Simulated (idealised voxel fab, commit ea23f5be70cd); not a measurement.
Presented below is a process module, voxel wiring stack.
Square cells of 5 nm make up the cross-section cut, whose width is 290 nm.
Each cross-section below is a grid of square cells, stated as bands in top-down order, with one or more rows of cells making up each band.
For a band, the entry starts with two heights in nm, that of the top and then that of the bottom, and carries on with the band's materials in order from left to right, each alongside its width in nm; the word "everywhere" beside a single material means it fills the band edge to edge, and "air" means empty space.
We count height from 0. Below that, the starting wafer is all one material. The lowest band never ends at the bottom but goes on down; see "0 and below" for how that is written.
Width spec "30..40" -> top row of cells at first value, bottom row at second value, equal per-row change in between.
No cell of the cross-section changed in a step that is given as "nothing different".
You'll see "Closed voids list" listing empty spaces that have no way open to the top, as long as they're 8 cells or more; the notation is width x height at distance, where the distance is from the left edge, and all of it is in nm.
It should be noted that, on the line of a given step, the content following the step's settings is a remark produced by the simulator itself with respect to that step.
Regarding "overlay nm": on a step with a mask, it is the distance the mask lay to the right of its planned place; a negative value places it to the left.
SET OUT BELOW ARE THE PLANNED STEPS OF THE PROCESS
1) op RECEIVE | material Si
2) op CONFORMAL_DEP | material SiO2 | thk nm 10
3) op CONFORMAL_DEP | material SiCN | thk nm 5
4) op DIRECTIONAL_DEP | material lowk | thk nm 15
5) op MASKED_ETCH | tone open | mask id METAL_1 | width nm 25 | pitch nm 50 | etch materials lowk | depth nm 15 | overlay nm 0
6) op MASKED_ETCH | tone open | mask id METAL_1 | width nm 25 | pitch nm 50 | etch materials SiCN | depth nm 5 | overlay nm 0
7) op CONFORMAL_DEP | material TiN | thk nm 5
8) op FILL_DEP | material Ru | thk nm 5
9) op CMP | height nm 30
10) op CONFORMAL_DEP | material SiCN | thk nm 5
11) op DIRECTIONAL_DEP | material SiO2 | thk nm 20
12) op PATTERN | tone open | mask id PLUG_1 | material resist | width nm 15 | pitch nm 50 | thk nm 15 | overlay nm 0
13) op DIRECTIONAL_ETCH | etch materials SiO2 | depth nm 20
14) op DIRECTIONAL_ETCH | etch materials SiCN | depth nm 5
15) op STRIP | etch materials resist
16) op CONFORMAL_DEP | material TiN | thk nm 5
17) op FILL_DEP | material W | thk nm 5
18) op CMP | height nm 55
19) op CONFORMAL_DEP | material SiCN | thk nm 5
20) op DIRECTIONAL_DEP | material SiO2 | thk nm 20
21) op PATTERN | tone open | mask id METAL_2 | material resist | width nm 25 | pitch nm 50 | thk nm 15 | overlay nm -15
22) op DIRECTIONAL_ETCH | etch materials SiO2 | depth nm 20
23) op DIRECTIONAL_ETCH | etch materials SiCN | depth nm 5
24) op STRIP | etch materials resist
25) op CONFORMAL_DEP | material TiN | thk nm 5
26) op FILL_DEP | material Cu | thk nm 5
27) op CMP | height nm 80
28) op CONFORMAL_DEP | material SiCN | thk nm 5
Variable across wafers: step 21 overlay nm (plan value is that of the first wafer; starting state common to all).
THE AS-RECEIVED CROSS-SECTION OF THE FIRST OF SEVERAL WAFERS CORRESPONDS TO THE STATE AFTER STEP 1
  0 and below | Si everywhere
  Closed voids list: none
DEPICTED HERE IS THE FIRST OF SEVERAL WAFERS IN CROSS-SECTION, AT MODULE COMPLETION FOLLOWING THE LAST STEP, STEP 28
  85 down to 80 | SiCN everywhere
  80 down to 60 | 90 of SiO2; 5 of TiN; 15 of Cu; 5 of TiN; 25 of SiO2; 5 of TiN; 15 of Cu; 5 of TiN; 125 of SiO2
  60 down to 55 | 90 of SiCN; 25 of TiN; 25 of SiCN; 25 of TiN; 125 of SiCN
  55 down to 35 | 105 of SiO2; 5 of TiN; 5 of W; 5 of TiN; 35 of SiO2; 5 of TiN; 5 of W; 5 of TiN; 120 of SiO2
  35 down to 30 | 105 of SiCN; 15 of TiN; 35 of SiCN; 15 of TiN; 120 of SiCN
  30 down to 15 | 105 of lowk; 5 of TiN; 15 of Ru; 5 of TiN; 25 of lowk; 5 of TiN; 15 of Ru; 5 of TiN; 110 of lowk
  15 down to 10 | 105 of SiCN; 25 of TiN; 25 of SiCN; 25 of TiN; 110 of SiCN
  10 down to 0 | SiO2 everywhere
  0 and below | Si everywhere
  Closed voids list: none
CROSS-SECTION OF THE FINAL WAFER AMONG SEVERAL, TAKEN AT THE END OF THE MODULE
  85 down to 80 | SiCN everywhere
  80 down to 60 | 120 of SiO2; 5 of TiN; 15 of Cu; 5 of TiN; 25 of SiO2; 5 of TiN; 15 of Cu; 5 of TiN; 95 of SiO2
  60 down to 55 | 120 of SiCN; 25 of TiN; 25 of SiCN; 25 of TiN; 95 of SiCN
  55 down to 35 | 105 of SiO2; 5 of TiN; 5 of W; 5 of TiN; 35 of SiO2; 5 of TiN; 5 of W; 5 of TiN; 120 of SiO2
  35 down to 30 | 105 of SiCN; 15 of TiN; 35 of SiCN; 15 of TiN; 120 of SiCN
  30 down to 15 | 105 of lowk; 5 of TiN; 15 of Ru; 5 of TiN; 25 of lowk; 5 of TiN; 15 of Ru; 5 of TiN; 110 of lowk
  15 down to 10 | 105 of SiCN; 25 of TiN; 25 of SiCN; 25 of TiN; 110 of SiCN
  10 down to 0 | SiO2 everywhere
  0 and below | Si everywhere
  Closed voids list: none
FOR YOUR REFERENCE, THE TABLE IS ORGANIZED WITH A ROW PER WAFER; EACH ROW REFLECTS THE WAFER AT THE END OF THE MODULE, INDICATING FOR EACH MATERIAL THE CELLS GAINED (+) OR LOST (-) SINCE RECEIPT, AND THEREAFTER ITS CLOSED VOIDS
overlay nm -15; +24 Cu; +18 Ru; +206 SiCN; +516 SiO2; +70 TiN; +8 W; +144 lowk; Closed voids list: none
overlay nm -10; +24 Cu; +18 Ru; +206 SiCN; +516 SiO2; +70 TiN; +8 W; +144 lowk; Closed voids list: none
overlay nm -5; +24 Cu; +18 Ru; +206 SiCN; +516 SiO2; +70 TiN; +8 W; +144 lowk; Closed voids list: none
overlay nm 0; +24 Cu; +18 Ru; +206 SiCN; +516 SiO2; +70 TiN; +8 W; +144 lowk; Closed voids list: none
overlay nm 5; +24 Cu; +18 Ru; +206 SiCN; +516 SiO2; +70 TiN; +8 W; +144 lowk; Closed voids list: none
overlay nm 10; +24 Cu; +18 Ru; +206 SiCN; +516 SiO2; +70 TiN; +8 W; +144 lowk; Closed voids list: none
overlay nm 15; +24 Cu; +18 Ru; +206 SiCN; +516 SiO2; +70 TiN; +8 W; +144 lowk; Closed voids list: none
